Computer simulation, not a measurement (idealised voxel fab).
The document below concerns the process module designated voxel transistor to metal.
The figure presents cross-section cut, which has a width of 200 nm and is divided into square cells with an edge length of 5 nm.
Square cells in a grid make up a cross-section in this document, and the grid is given as bands, listed from the top down, each one or more rows of cells. Each band's line starts with the height of the band's top and of its bottom, in nm. Then come its materials from left to right, each with its width in nm. One material with "all across" fills the band from edge to edge. "empty" is empty space. Ref level 0: as-received wafer is one material below here. Bottom band extends down with no lower bound ("top 0, no bottom"). Width "30..40": first value at the band's top row of cells, second value at its bottom row, equal change from row to row. "nothing changed" for a step: no cell of the cross-section changed in that step. "Enclosed void inventory" contains a list of empty spaces, each no smaller than 8 cells and without an open way to the top, written in the form width x height at distance with the distance from the left edge and all three in nm. On a step's line, text after the settings is the simulator commenting on that step. Each step line may optionally specify "overlay nm", which for a step with a mask gives the rightward distance between the mask's planned place and where it lay, a negative value indicating the leftward direction. Pairs follow: section before one process step, section after it down to the lowest changed band, step with settings underneath. Pairs may come from different runs of this module on the same starting wafer; continuity with the pair above only as stated in the "Prior state" entry.

[Prior state]
> top 105, bottom 100 = Cu all across
> top 100, bottom 95 = TiN 55 nm; Cu 10 nm; TiN 65 nm; Cu 10 nm; TiN 60 nm
> top 95, bottom 75 = SiO2 50 nm; TiN 5 nm; Cu 10 nm; TiN 5 nm; SiO2 55 nm; TiN 5 nm; Cu 10 nm; TiN 5 nm; SiO2 55 nm
> top 75, bottom 70 = SiCN 50 nm; TiN 20 nm; SiCN 55 nm; TiN 20 nm; SiCN 55 nm
> top 70, bottom 60 = Ru all across
> top 60, bottom 55 = TiN 55 nm; Ru 10 nm; TiN 65 nm; Ru 10 nm; TiN 60 nm
> top 55, bottom 45 = SiO2 50 nm; TiN 5 nm; Ru 10 nm; TiN 5 nm; SiO2 55 nm; TiN 5 nm; Ru 10 nm; TiN 5 nm; SiO2 55 nm
> top 45, bottom 30 = SiO2 50 nm; TiN 5 nm; Ru 10 nm; TiN 5 nm; SiO2 10 nm; SiN 10 nm; SiCN 15 nm; SiN 10 nm; SiO2 10 nm; TiN 5 nm; Ru 10 nm; TiN 5 nm; SiO2 55 nm
> top 30, bottom 15 = SiO2 50 nm; TiN 5 nm; Ru 10 nm; TiN 5 nm; SiO2 10 nm; SiN 10 nm; polySi 15 nm; SiN 10 nm; SiO2 10 nm; TiN 5 nm; Ru 10 nm; TiN 5 nm; SiO2 55 nm
> top 15, bottom 10 = SiO2 50 nm; TiN 5 nm; Ru 5 nm; TiN 10 nm; SiO2 10 nm; SiN 10 nm; polySi 15 nm; SiN 10 nm; SiO2 10 nm; TiN 10 nm; Ru 5 nm; TiN 5 nm; SiO2 55 nm
> top 10, bottom 5 = SiO2 50 nm; TiN 5 nm; Ru 5 nm; TiN 5 nm; pSi 15 nm; SiN 10 nm; polySi 15 nm; SiN 10 nm; pSi 15 nm; TiN 5 nm; Ru 5 nm; TiN 5 nm; SiO2 55 nm
> top 5, bottom 0 = SiO2 50 nm; TiN 15 nm; pSi 15 nm; SiN 10 nm; polySi 15 nm; SiN 10 nm; pSi 15 nm; TiN 15 nm; SiO2 55 nm
> top 0, bottom -5 = SiO2 45 nm; pSi 35 nm; SiO2 35 nm; pSi 35 nm; SiO2 50 nm
> top -5, bottom -15 = SiO2 50 nm; pSi 30 nm; Si 35 nm; pSi 30 nm; SiO2 55 nm
> top -15, bottom -40 = SiO2 50 nm; Si 95 nm; SiO2 55 nm
> top -40, no bottom = Si all across
> Enclosed void inventory: none

[Post-Step Appearance]
> top 80, bottom 75 = SiO2 50 nm; TiN 5 nm; Cu 10 nm; TiN 5 nm; SiO2 55 nm; TiN 5 nm; Cu 10 nm; TiN 5 nm; SiO2 55 nm
> Under the height 75 nothing was changed.
> Enclosed void inventory: none
Q: step between the cross-sections above? A: CMP (height nm 80)

Prior state: the after view from the pair directly above serves as the before view here.

[Post-Step Appearance]
> top 85, bottom 80 = SiCN all across
> Under the height 80 nothing was changed.
> Enclosed void inventory: none
Q: step between the cross-sections above? A: CONFORMAL_DEP (material SiCN; thk nm 5)

Prior state: the after view from the pair directly above serves as the before view here.

[Post-Step Appearance]
> top 120, bottom 85 = lowk all across
> Under the height 85 nothing was changed.
> Enclosed void inventory: none
Q: step between the cross-sections above? A: DIRECTIONAL_DEP (material lowk; thk nm 35)

Prior state: the after view from the pair directly above serves as the before view here.

[Post-Step Appearance]
> top 135, bottom 120 = resist 50 nm; empty 20 nm; resist 55 nm; empty 20 nm; resist 55 nm
> Under the height 120 nothing was changed.
> Enclosed void inventory: none
Q: step between the cross-sections above? A: PATTERN (tone open; mask id METAL_2; material resist; width nm 20; pitch nm 75; thk nm 15; overlay nm 0)

Prior state: the after view from the pair directly above serves as the before view here.

[Post-Step Appearance]
> top 135, bottom 120 = resist 50 nm; empty 20 nm; resist 55 nm; empty 20 nm; resist 55 nm
> top 120, bottom 100 = lowk 50 nm; empty 20 nm; lowk 55 nm; empty 20 nm; lowk 55 nm
> Under the height 100 nothing was changed.
> Enclosed void inventory: none
Q: step between the cross-sections above? A: DIRECTIONAL_ETCH (etch materials lowk; depth nm 20)

Prior state: the after view from the pair directly above serves as the before view here.

[Post-Step Appearance]
> top 120, bottom 100 = lowk 50 nm; empty 20 nm; lowk 55 nm; empty 20 nm; lowk 55 nm
> Under the height 100 nothing was changed.
> Enclosed void inventory: none
Q: step between the cross-sections above? A: STRIP (etch materials resist)

Prior state: the after view from the pair directly above serves as the before view here.

[Post-Step Appearance]
> top 120, bottom 100 = lowk 50 nm; empty 20 nm; lowk 55 nm; empty 20 nm; lowk 55 nm
> top 100, bottom 85 = lowk 50 nm; empty 15 nm; lowk 60 nm; empty 15 nm; lowk 60 nm
> Under the height 85 nothing was changed.
> Enclosed void inventory: none
Q: step between the cross-sections above? A: MASKED_ETCH (tone open; mask id METAL_2_HOLES; width nm 15; pitch nm 75; etch materials lowk; depth nm 15; overlay nm 0)

Prior state: the after view from the pair directly above serves as the before view here.

[Post-Step Appearance]
> top 120, bottom 100 = lowk 50 nm; empty 20 nm; lowk 55 nm; empty 20 nm; lowk 55 nm
> top 100, bottom 85 = lowk 50 nm; empty 15 nm; lowk 60 nm; empty 15 nm; lowk 60 nm
> top 85, bottom 80 = SiCN 50 nm; empty 15 nm; SiCN 60 nm; empty 15 nm; SiCN 60 nm
> Under the height 80 nothing was changed.
> Enclosed void inventory: none
Q: step between the cross-sections above? A: MASKED_ETCH (tone open; mask id METAL_2_HOLES; width nm 15; pitch nm 75; etch materials SiCN; depth nm 5; overlay nm 0)

Prior state: the after view from the pair directly above serves as the before view here.

[Post-Step Appearance]
> top 125, bottom 120 = TiN 55 nm; empty 10 nm; TiN 65 nm; empty 10 nm; TiN 60 nm
> top 120, bottom 105 = lowk 50 nm; TiN 5 nm; empty 10 nm; TiN 5 nm; lowk 55 nm; TiN 5 nm; empty 10 nm; TiN 5 nm; lowk 55 nm
> top 105, bottom 100 = lowk 50 nm; TiN 5 nm; empty 5 nm; TiN 10 nm; lowk 55 nm; TiN 5 nm; empty 5 nm; TiN 10 nm; lowk 55 nm
> top 100, bottom 85 = lowk 50 nm; TiN 5 nm; empty 5 nm; TiN 5 nm; lowk 60 nm; TiN 5 nm; empty 5 nm; TiN 5 nm; lowk 60 nm
> top 85, bottom 80 = SiCN 50 nm; TiN 15 nm; SiCN 60 nm; TiN 15 nm; SiCN 60 nm
> Under the height 80 nothing was changed.
> Enclosed void inventory: none
Q: step between the cross-sections above? A: CONFORMAL_DEP (material TiN; thk nm 5)

Prior state: the after view from the pair directly above serves as the before view here.

[Post-Step Appearance]
> top 130, bottom 125 = Ru all across
> top 125, bottom 120 = TiN 55 nm; Ru 10 nm; TiN 65 nm; Ru 10 nm; TiN 60 nm
> top 120, bottom 105 = lowk 50 nm; TiN 5 nm; Ru 10 nm; TiN 5 nm; lowk 55 nm; TiN 5 nm; Ru 10 nm; TiN 5 nm; lowk 55 nm
> top 105, bottom 100 = lowk 50 nm; TiN 5 nm; Ru 5 nm; TiN 10 nm; lowk 55 nm; TiN 5 nm; Ru 5 nm; TiN 10 nm; lowk 55 nm
> top 100, bottom 85 = lowk 50 nm; TiN 5 nm; Ru 5 nm; TiN 5 nm; lowk 60 nm; TiN 5 nm; Ru 5 nm; TiN 5 nm; lowk 60 nm
> Under the height 85 nothing was changed.
> Enclosed void inventory: none
Q: step between the cross-sections above? A: FILL_DEP (material Ru; thk nm 5)

Prior state: the after view from the pair directly above serves as the before view here.

[Post-Step Appearance]
> top 120, bottom 105 = lowk 50 nm; TiN 5 nm; Ru 10 nm; TiN 5 nm; lowk 55 nm; TiN 5 nm; Ru 10 nm; TiN 5 nm; lowk 55 nm
> Under the height 105 nothing was changed.
> Enclosed void inventory: none
Q: step between the cross-sections above? A: CMP (height nm 120)

Prior state: the after view from the pair directly above serves as the before view here.

[Post-Step Appearance]
> top 125, bottom 120 = SiN all across
> Under the height 120 nothing was changed.
> Enclosed void inventory: none
Q: step between the cross-sections above? A: CONFORMAL_DEP (material SiN; thk nm 5)

[Prior state]
> top 45, bottom 30 = SiCN all across
> top 30, bottom 0 = polySi all across
> top 0, bottom -5 = SiO2 all across
> top -5, bottom -40 = SiO2 50 nm; Si 95 nm; SiO2 55 nm
> top -40, no bottom = Si all across
> Enclosed void inventory: none

[Post-Step Appearance]
> top 60, bottom 30 = SiCN all across
> Under the height 30 nothing was changed.
> Enclosed void inventory: none
Q: step between the cross-sections above? A: DIRECTIONAL_DEP (material SiCN; thk nm 15)

Prior state: the after view from the pair directly above serves as the before view here.

[Post-Step Appearance]
> top 75, bottom 60 = aC all across
> Under the height 60 nothing was changed.
> Enclosed void inventory: none
Q: step between the cross-sections above? A: DIRECTIONAL_DEP (material aC; thk nm 15)

Prior state: the after view from the pair directly above serves as the before view here.

[Post-Step Appearance]
> top 105, bottom 75 = empty 90 nm; resist 15 nm; empty 95 nm
> Under the height 75 nothing was changed.
> Enclosed void inventory: none
Q: step between the cross-sections above? A: PATTERN (tone cover; mask id GATE; material resist; width nm 15; thk nm 30; overlay nm 0)

Prior state: the after view from the pair directly above serves as the before view here.

[Post-Step Appearance]
> top 90, bottom 75 = empty 90 nm; resist 15 nm; empty 95 nm
> top 75, bottom 60 = empty 90 nm; aC 15 nm; empty 95 nm
> Under the height 60 nothing was changed.
> Enclosed void inventory: none
Q: step between the cross-sections above? A: DIRECTIONAL_ETCH (etch materials aC; depth nm 15)

Prior state: the after view from the pair directly above serves as the before view here.

[Post-Step Appearance]
> top 75, bottom 60 = empty 90 nm; aC 15 nm; empty 95 nm
> Under the height 60 nothing was changed.
> Enclosed void inventory: none
Q: step between the cross-sections above? A: STRIP (etch materials resist)

Prior state: the after view from the pair directly above serves as the before view here.

[Post-Step Appearance]
> top 75, bottom 60 = empty 90 nm; aC 15 nm; empty 95 nm
> top 60, bottom 35 = empty 90 nm; SiCN 15 nm; empty 95 nm
> Under the height 35 nothing was changed.
> Enclosed void inventory: none
Q: step between the cross-sections above? A: DIRECTIONAL_ETCH (etch materials SiCN; depth nm 25)

Prior state: the after view from the pair directly above serves as the before view here.

[Post-Step Appearance]
> top 60, bottom 35 = empty 90 nm; SiCN 15 nm; empty 95 nm
> Under the height 35 nothing was changed.
> Enclosed void inventory: none
Q: step between the cross-sections above? A: STRIP (etch materials aC)

Prior state: the after view from the pair directly above serves as the before view here.

[Post-Step Appearance]
> top 70, bottom 60 = empty 80 nm; SiN 35 nm; empty 85 nm
> top 60, bottom 45 = empty 80 nm; SiN 10 nm; SiCN 15 nm; SiN 10 nm; empty 85 nm
> top 45, bottom 35 = SiN 90 nm; SiCN 15 nm; SiN 95 nm
> Under the height 35 nothing was changed.
> Enclosed void inventory: none
Q: step between the cross-sections above? A: CONFORMAL_DEP (material SiN; thk nm 10)

Prior state: the after view from the pair directly above serves as the before view here.

[Post-Step Appearance]
> top 60, bottom 35 = empty 80 nm; SiN 10 nm; SiCN 15 nm; SiN 10 nm; empty 85 nm
> Under the height 35 nothing was changed.
> Enclosed void inventory: none
Q: step between the cross-sections above? A: DIRECTIONAL_ETCH (etch materials SiN; depth nm 10)

Prior state: the after view from the pair directly above serves as the before view here.

[Post-Step Appearance]
> top 65, bottom 60 = SiO2 all across
> top 60, bottom 35 = SiO2 80 nm; SiN 10 nm; SiCN 15 nm; SiN 10 nm; SiO2 85 nm
> Under the height 35 nothing was changed.
> Enclosed void inventory: none
Q: step between the cross-sections above? A: FILL_DEP (material SiO2; thk nm 5)

Prior state: the after view from the pair directly above serves as the before view here.

[Post-Step Appearance]
> top 45, bottom 35 = SiO2 80 nm; SiN 10 nm; SiCN 15 nm; SiN 10 nm; SiO2 85 nm
> Under the height 35 nothing was changed.
> Enclosed void inventory: none
Q: step between the cross-sections above? A: CMP (height nm 45)

Prior state: the after view from the pair directly above serves as the before view here.

[Post-Step Appearance]
> top 55, bottom 45 = SiO2 all across
> Under the height 45 nothing was changed.
> Enclosed void inventory: none
Q: step between the cross-sections above? A: DIRECTIONAL_DEP (material SiO2; thk nm 10)

Prior state: the after view from the pair directly above serves as the before view here.

[Post-Step Appearance]
> top 55, bottom 45 = SiO2 50 nm; empty 20 nm; SiO2 55 nm; empty 20 nm; SiO2 55 nm
> top 45, bottom 35 = SiO2 50 nm; empty 20 nm; SiO2 10 nm; SiN 10 nm; SiCN 15 nm; SiN 10 nm; SiO2 10 nm; empty 20 nm; SiO2 55 nm
> Under the height 35 nothing was changed.
> Enclosed void inventory: none
Q: step between the cross-sections above? A: MASKED_ETCH (tone open; mask id CONTACT; width nm 20; pitch nm 75; etch materials SiO2; depth nm 55; overlay nm 0)

Prior state: the after view from the pair directly above serves as the before view here.

[Post-Step Appearance]
> top 60, bottom 55 = TiN 55 nm; empty 10 nm; TiN 65 nm; empty 10 nm; TiN 60 nm
> top 55, bottom 45 = SiO2 50 nm; TiN 5 nm; empty 10 nm; TiN 5 nm; SiO2 55 nm; TiN 5 nm; empty 10 nm; TiN 5 nm; SiO2 55 nm
> top 45, bottom 40 = SiO2 50 nm; TiN 5 nm; empty 10 nm; TiN 5 nm; SiO2 10 nm; SiN 10 nm; SiCN 15 nm; SiN 10 nm; SiO2 10 nm; TiN 5 nm; empty 10 nm; TiN 5 nm; SiO2 55 nm
> top 40, bottom 35 = SiO2 50 nm; TiN 20 nm; SiO2 10 nm; SiN 10 nm; SiCN 15 nm; SiN 10 nm; SiO2 10 nm; TiN 20 nm; SiO2 55 nm
> Under the height 35 nothing was changed.
> Enclosed void inventory: none
Q: step between the cross-sections above? A: CONFORMAL_DEP (material TiN; thk nm 5)

Prior state: the after view from the pair directly above serves as the before view here.

[Post-Step Appearance]
> top 70, bottom 60 = Ru all across
> top 60, bottom 55 = TiN 55 nm; Ru 10 nm; TiN 65 nm; Ru 10 nm; TiN 60 nm
> top 55, bottom 45 = SiO2 50 nm; TiN 5 nm; Ru 10 nm; TiN 5 nm; SiO2 55 nm; TiN 5 nm; Ru 10 nm; TiN 5 nm; SiO2 55 nm
> top 45, bottom 40 = SiO2 50 nm; TiN 5 nm; Ru 10 nm; TiN 5 nm; SiO2 10 nm; SiN 10 nm; SiCN 15 nm; SiN 10 nm; SiO2 10 nm; TiN 5 nm; Ru 10 nm; TiN 5 nm; SiO2 55 nm
> Under the height 40 nothing was changed.
> Enclosed void inventory: none
Q: step between the cross-sections above? A: FILL_DEP (material Ru; thk nm 10)

Prior state: the after view from the pair directly above serves as the before view here.

[Post-Step Appearance]
> top 55, bottom 45 = SiO2 50 nm; TiN 5 nm; Ru 10 nm; TiN 5 nm; SiO2 55 nm; TiN 5 nm; Ru 10 nm; TiN 5 nm; SiO2 55 nm
> Under the height 45 nothing was changed.
> Enclosed void inventory: none
Q: step between the cross-sections above? A: CMP (height nm 55)

Prior state: the after view from the pair directly above serves as the before view here.

[Post-Step Appearance]
> top 60, bottom 55 = SiCN all across
> Under the height 55 nothing was changed.
> Enclosed void inventory: none
Q: step between the cross-sections above? A: CONFORMAL_DEP (material SiCN; thk nm 5)

Prior state: the after view from the pair directly above serves as the before view here.

[Post-Step Appearance]
> top 80, bottom 60 = SiO2 all across
> Under the height 60 nothing was changed.
> Enclosed void inventory: none
Q: step between the cross-sections above? A: DIRECTIONAL_DEP (material SiO2; thk nm 20)

Prior state: the after view from the pair directly above serves as the before view here.

[Post-Step Appearance]
> top 80, bottom 60 = SiO2 50 nm; empty 20 nm; SiO2 55 nm; empty 20 nm; SiO2 55 nm
> Under the height 60 nothing was changed.
> Enclosed void inventory: none
Q: step between the cross-sections above? A: MASKED_ETCH (tone open; mask id METAL_1; width nm 20; pitch nm 75; etch materials SiO2; depth nm 20; overlay nm 0)

Prior state: the after view from the pair directly above serves as the before view here.

[Post-Step Appearance]
> top 80, bottom 60 = SiO2 50 nm; empty 20 nm; SiO2 55 nm; empty 20 nm; SiO2 55 nm
> top 60, bottom 55 = SiCN 50 nm; empty 20 nm; SiCN 55 nm; empty 20 nm; SiCN 55 nm
> Under the height 55 nothing was changed.
> Enclosed void inventory: none
Q: step between the cross-sections above? A: MASKED_ETCH (tone open; mask id METAL_1; width nm 20; pitch nm 75; etch materials SiCN; depth nm 5; overlay nm 0)

Prior state: the after view from the pair directly above serves as the before view here.

[Post-Step Appearance]
> top 85, bottom 80 = TiN 55 nm; empty 10 nm; TiN 65 nm; empty 10 nm; TiN 60 nm
> top 80, bottom 60 = SiO2 50 nm; TiN 5 nm; empty 10 nm; TiN 5 nm; SiO2 55 nm; TiN 5 nm; empty 10 nm; TiN 5 nm; SiO2 55 nm
> top 60, bottom 55 = SiCN 50 nm; TiN 20 nm; SiCN 55 nm; TiN 20 nm; SiCN 55 nm
> Under the height 55 nothing was changed.
> Enclosed void inventory: none
Q: step between the cross-sections above? A: CONFORMAL_DEP (material TiN; thk nm 5)

Prior state: the after view from the pair directly above serves as the before view here.

[Post-Step Appearance]
> top 90, bottom 85 = Cu all across
> top 85, bottom 80 = TiN 55 nm; Cu 10 nm; TiN 65 nm; Cu 10 nm; TiN 60 nm
> top 80, bottom 60 = SiO2 50 nm; TiN 5 nm; Cu 10 nm; TiN 5 nm; SiO2 55 nm; TiN 5 nm; Cu 10 nm; TiN 5 nm; SiO2 55 nm
> Under the height 60 nothing was changed.
> Enclosed void inventory: none
Q: step between the cross-sections above? A: FILL_DEP (material Cu; thk nm 5)

Prior state: the after view from the pair directly above serves as the before view here.

[Post-Step Appearance]
> top 80, bottom 60 = SiO2 50 nm; TiN 5 nm; Cu 10 nm; TiN 5 nm; SiO2 55 nm; TiN 5 nm; Cu 10 nm; TiN 5 nm; SiO2 55 nm
> Under the height 60 nothing was changed.
> Enclosed void inventory: none
Q: step between the cross-sections above? A: CMP (height nm 80)

Prior state: the after view from the pair directly above serves as the before view here.

[Post-Step Appearance]
> top 85, bottom 80 = SiCN all across
> Under the height 80 nothing was changed.
> Enclosed void inventory: none
Q: step between the cross-sections above? A: CONFORMAL_DEP (material SiCN; thk nm 5)

Prior state: the after view from the pair directly above serves as the before view here.

[Post-Step Appearance]
> top 120, bottom 85 = lowk all across
> Under the height 85 nothing was changed.
> Enclosed void inventory: none
Q: step between the cross-sections above? A: DIRECTIONAL_DEP (material lowk; thk nm 35)

Prior state: the after view from the pair directly above serves as the before view here.

[Post-Step Appearance]
> top 135, bottom 120 = resist 50 nm; empty 20 nm; resist 55 nm; empty 20 nm; resist 55 nm
> Under the height 120 nothing was changed.
> Enclosed void inventory: none
Q: step between the cross-sections above? A: PATTERN (tone open; mask id METAL_2; material resist; width nm 20; pitch nm 75; thk nm 15; overlay nm 0)

Prior state: the after view from the pair directly above serves as the before view here.

[Post-Step Appearance]
> top 135, bottom 120 = resist 50 nm; empty 20 nm; resist 55 nm; empty 20 nm; resist 55 nm
> top 120, bottom 100 = lowk 50 nm; empty 20 nm; lowk 55 nm; empty 20 nm; lowk 55 nm
> Under the height 100 nothing was changed.
> Enclosed void inventory: none
Q: step between the cross-sections above? A: DIRECTIONAL_ETCH (etch materials lowk; depth nm 20)

Prior state: the after view from the pair directly above serves as the before view here.

[Post-Step Appearance]
> top 120, bottom 100 = lowk 50 nm; empty 20 nm; lowk 55 nm; empty 20 nm; lowk 55 nm
> Under the height 100 nothing was changed.
> Enclosed void inventory: none
Q: step between the cross-sections above? A: STRIP (etch materials resist)

Prior state: the after view from the pair directly above serves as the before view here.

[Post-Step Appearance]
> top 120, bottom 100 = lowk 50 nm; empty 20 nm; lowk 55 nm; empty 20 nm; lowk 55 nm
> top 100, bottom 85 = lowk 50 nm; empty 15 nm; lowk 60 nm; empty 15 nm; lowk 60 nm
> Under the height 85 nothing was changed.
> Enclosed void inventory: none
Q: step between the cross-sections above? A: MASKED_ETCH (tone open; mask id METAL_2_HOLES; width nm 15; pitch nm 75; etch materials lowk; depth nm 15; overlay nm 0)

Prior state: the after view from the pair directly above serves as the before view here.

[Post-Step Appearance]
> top 120, bottom 100 = lowk 50 nm; empty 20 nm; lowk 55 nm; empty 20 nm; lowk 55 nm
> top 100, bottom 85 = lowk 50 nm; empty 15 nm; lowk 60 nm; empty 15 nm; lowk 60 nm
> top 85, bottom 80 = SiCN 50 nm; empty 15 nm; SiCN 60 nm; empty 15 nm; SiCN 60 nm
> Under the height 80 nothing was changed.
> Enclosed void inventory: none
Q: step between the cross-sections above? A: MASKED_ETCH (tone open; mask id METAL_2_HOLES; width nm 15; pitch nm 75; etch materials SiCN; depth nm 5; overlay nm 0)

Prior state: the after view from the pair directly above serves as the before view here.

[Post-Step Appearance]
> top 125, bottom 120 = TiN 55 nm; empty 10 nm; TiN 65 nm; empty 10 nm; TiN 60 nm
> top 120, bottom 105 = lowk 50 nm; TiN 5 nm; empty 10 nm; TiN 5 nm; lowk 55 nm; TiN 5 nm; empty 10 nm; TiN 5 nm; lowk 55 nm
> top 105, bottom 100 = lowk 50 nm; TiN 5 nm; empty 5 nm; TiN 10 nm; lowk 55 nm; TiN 5 nm; empty 5 nm; TiN 10 nm; lowk 55 nm
> top 100, bottom 85 = lowk 50 nm; TiN 5 nm; empty 5 nm; TiN 5 nm; lowk 60 nm; TiN 5 nm; empty 5 nm; TiN 5 nm; lowk 60 nm
> top 85, bottom 80 = SiCN 50 nm; TiN 15 nm; SiCN 60 nm; TiN 15 nm; SiCN 60 nm
> Under the height 80 nothing was changed.
> Enclosed void inventory: none
Q: step between the cross-sections above? A: CONFORMAL_DEP (material TiN; thk nm 5)

Prior state: the after view from the pair directly above serves as the before view here.

[Post-Step Appearance]
> top 130, bottom 125 = Ru all across
> top 125, bottom 120 = TiN 55 nm; Ru 10 nm; TiN 65 nm; Ru 10 nm; TiN 60 nm
> top 120, bottom 105 = lowk 50 nm; TiN 5 nm; Ru 10 nm; TiN 5 nm; lowk 55 nm; TiN 5 nm; Ru 10 nm; TiN 5 nm; lowk 55 nm
> top 105, bottom 100 = lowk 50 nm; TiN 5 nm; Ru 5 nm; TiN 10 nm; lowk 55 nm; TiN 5 nm; Ru 5 nm; TiN 10 nm; lowk 55 nm
> top 100, bottom 85 = lowk 50 nm; TiN 5 nm; Ru 5 nm; TiN 5 nm; lowk 60 nm; TiN 5 nm; Ru 5 nm; TiN 5 nm; lowk 60 nm
> Under the height 85 nothing was changed.
> Enclosed void inventory: none
Q: step between the cross-sections above? A: FILL_DEP (material Ru; thk nm 5)

Prior state: the after view from the pair directly above serves as the before view here.

[Post-Step Appearance]
> top 120, bottom 105 = lowk 50 nm; TiN 5 nm; Ru 10 nm; TiN 5 nm; lowk 55 nm; TiN 5 nm; Ru 10 nm; TiN 5 nm; lowk 55 nm
> Under the height 105 nothing was changed.
> Enclosed void inventory: none
Q: step between the cross-sections above? A: CMP (height nm 120)

Prior state: the after view from the pair directly above serves as the before view here.

[Post-Step Appearance]
> top 125, bottom 120 = SiN all across
> Under the height 120 nothing was changed.
> Enclosed void inventory: none
Q: step between the cross-sections above? A: CONFORMAL_DEP (material SiN; thk nm 5)

[Prior state]
> top 80, bottom 60 = SiO2 50 nm; TiN 5 nm; Cu 10 nm; TiN 5 nm; SiO2 55 nm; TiN 5 nm; Cu 10 nm; TiN 5 nm; SiO2 55 nm
> top 60, bottom 55 = SiCN 50 nm; TiN 20 nm; SiCN 55 nm; TiN 20 nm; SiCN 55 nm
> top 55, bottom 45 = SiO2 50 nm; TiN 5 nm; Ru 10 nm; TiN 5 nm; SiO2 55 nm; TiN 5 nm; Ru 10 nm; TiN 5 nm; SiO2 55 nm
> top 45, bottom 30 = SiO2 50 nm; TiN 5 nm; Ru 10 nm; TiN 5 nm; SiO2 10 nm; SiN 10 nm; SiCN 15 nm; SiN 10 nm; SiO2 10 nm; TiN 5 nm; Ru 10 nm; TiN 5 nm; SiO2 55 nm
> top 30, bottom 15 = SiO2 50 nm; TiN 5 nm; Ru 10 nm; TiN 5 nm; SiO2 10 nm; SiN 10 nm; polySi 15 nm; SiN 10 nm; SiO2 10 nm; TiN 5 nm; Ru 10 nm; TiN 5 nm; SiO2 55 nm
> top 15, bottom 10 = SiO2 50 nm; TiN 5 nm; Ru 5 nm; TiN 10 nm; SiO2 10 nm; SiN 10 nm; polySi 15 nm; SiN 10 nm; SiO2 10 nm; TiN 10 nm; Ru 5 nm; TiN 5 nm; SiO2 55 nm
> top 10, bottom 5 = SiO2 50 nm; TiN 5 nm; Ru 5 nm; TiN 5 nm; pSi 15 nm; SiN 10 nm; polySi 15 nm; SiN 10 nm; pSi 15 nm; TiN 5 nm; Ru 5 nm; TiN 5 nm; SiO2 55 nm
> top 5, bottom 0 = SiO2 50 nm; TiN 15 nm; pSi 15 nm; SiN 10 nm; polySi 15 nm; SiN 10 nm; pSi 15 nm; TiN 15 nm; SiO2 55 nm
> top 0, bottom -5 = SiO2 45 nm; pSi 35 nm; SiO2 35 nm; pSi 35 nm; SiO2 50 nm
> top -5, bottom -15 = SiO2 50 nm; pSi 30 nm; Si 35 nm; pSi 30 nm; SiO2 55 nm
> top -15, bottom -40 = SiO2 50 nm; Si 95 nm; SiO2 55 nm
> top -40, no bottom = Si all across
> Enclosed void inventory: none

[Post-Step Appearance]
> top 115, bottom 80 = lowk all across
> Under the height 80 nothing was changed.
> Enclosed void inventory: none
Q: step between the cross-sections above? A: DIRECTIONAL_DEP (material lowk; thk nm 35)

Prior state: the after view from the pair directly above serves as the before view here.

[Post-Step Appearance]
> top 120, bottom 115 = SiCN all across
> Under the height 115 nothing was changed.
> Enclosed void inventory: none
Q: step between the cross-sections above? A: CONFORMAL_DEP (material SiCN; thk nm 5)

Prior state: the after view from the pair directly above serves as the before view here.

[Post-Step Appearance]
> top 135, bottom 120 = resist 50 nm; empty 20 nm; resist 55 nm; empty 20 nm; resist 55 nm
> Under the height 120 nothing was changed.
> Enclosed void inventory: none
Q: step between the cross-sections above? A: PATTERN (tone open; mask id METAL_2; material resist; width nm 20; pitch nm 75; thk nm 15; overlay nm 0)

Prior state: the after view from the pair directly above serves as the before view here.

[Post-Step Appearance]
> top 120, bottom 115 = SiCN all across
> Under the height 115 nothing was changed.
> Enclosed void inventory: none
Q: step between the cross-sections above? A: STRIP (etch materials resist)

Prior state: the after view from the pair directly above serves as the before view here.

[Post-Step Appearance]
> top 120, bottom 115 = SiCN 50 nm; empty 15 nm; SiCN 60 nm; empty 15 nm; SiCN 60 nm
> Under the height 115 nothing was changed.
> Enclosed void inventory: none
Q: step between the cross-sections above? A: MASKED_ETCH (tone open; mask id METAL_2_HOLES; width nm 15; pitch nm 75; etch materials SiCN; depth nm 5; overlay nm 0)

Prior state: the after view from the pair directly above serves as the before view here.

[Post-Step Appearance]
> top 125, bottom 120 = TiN 55 nm; empty 5 nm; TiN 70 nm; empty 5 nm; TiN 65 nm
> top 120, bottom 115 = SiCN 50 nm; TiN 15 nm; SiCN 60 nm; TiN 15 nm; SiCN 60 nm
> Under the height 115 nothing was changed.
> Enclosed void inventory: none
Q: step between the cross-sections above? A: CONFORMAL_DEP (material TiN; thk nm 5)

Prior state: the after view from the pair directly above serves as the before view here.

[Post-Step Appearance]
> top 130, bottom 125 = Ru all across
> top 125, bottom 120 = TiN 55 nm; Ru 5 nm; TiN 70 nm; Ru 5 nm; TiN 65 nm
> Under the height 120 nothing was changed.
> Enclosed void inventory: none
Q: step between the cross-sections above? A: FILL_DEP (material Ru; thk nm 5)

Prior state: the after view from the pair directly above serves as the before view here.

[Post-Step Appearance]
> top 120, bottom 115 = SiCN 50 nm; TiN 15 nm; SiCN 60 nm; TiN 15 nm; SiCN 60 nm
> Under the height 115 nothing was changed.
> Enclosed void inventory: none
Q: step between the cross-sections above? A: CMP (height nm 120)

Prior state: the after view from the pair directly above serves as the before view here.

[Post-Step Appearance]
> top 125, bottom 120 = SiN all across
> Under the height 120 nothing was changed.
> Enclosed void inventory: none
Q: step between the cross-sections above? A: CONFORMAL_DEP (material SiN; thk nm 5)

[Prior state]
> top 45, bottom 30 = empty 80 nm; SiN 10 nm; SiCN 15 nm; SiN 10 nm; empty 85 nm
> top 30, bottom 0 = empty 80 nm; SiN 10 nm; polySi 15 nm; SiN 10 nm; empty 85 nm
> top 0, bottom -5 = empty 80 nm; SiO2 35 nm; empty 85 nm
> top -5, bottom -15 = SiO2 50 nm; empty 30 nm; Si 35 nm; empty 30 nm; SiO2 55 nm
> top -15, bottom -40 = SiO2 50 nm; Si 95 nm; SiO2 55 nm
> top -40, no bottom = Si all across
> Enclosed void inventory: none

[Post-Step Appearance]
> top 45, bottom 30 = empty 80 nm; SiN 10 nm; SiCN 15 nm; SiN 10 nm; empty 85 nm
> top 30, bottom 15 = empty 80 nm; SiN 10 nm; polySi 15 nm; SiN 10 nm; empty 85 nm
> top 15, bottom 5 = empty 60 nm; pSi 20 nm; SiN 10 nm; polySi 15 nm; SiN 10 nm; pSi 20 nm; empty 65 nm
> top 5, bottom 0 = empty 40 nm; pSi 40 nm; SiN 10 nm; polySi 15 nm; SiN 10 nm; pSi 40 nm; empty 45 nm
> top 0, bottom -5 = empty 40 nm; pSi 40 nm; SiO2 35 nm; pSi 40 nm; empty 45 nm
> top -5, bottom -15 = SiO2 50 nm; pSi 30 nm; Si 35 nm; pSi 30 nm; SiO2 55 nm
> Under the height -15 nothing was changed.
> Enclosed void inventory: none
Q: step between the cross-sections above? A: EPI (material pSi; thk nm 20)
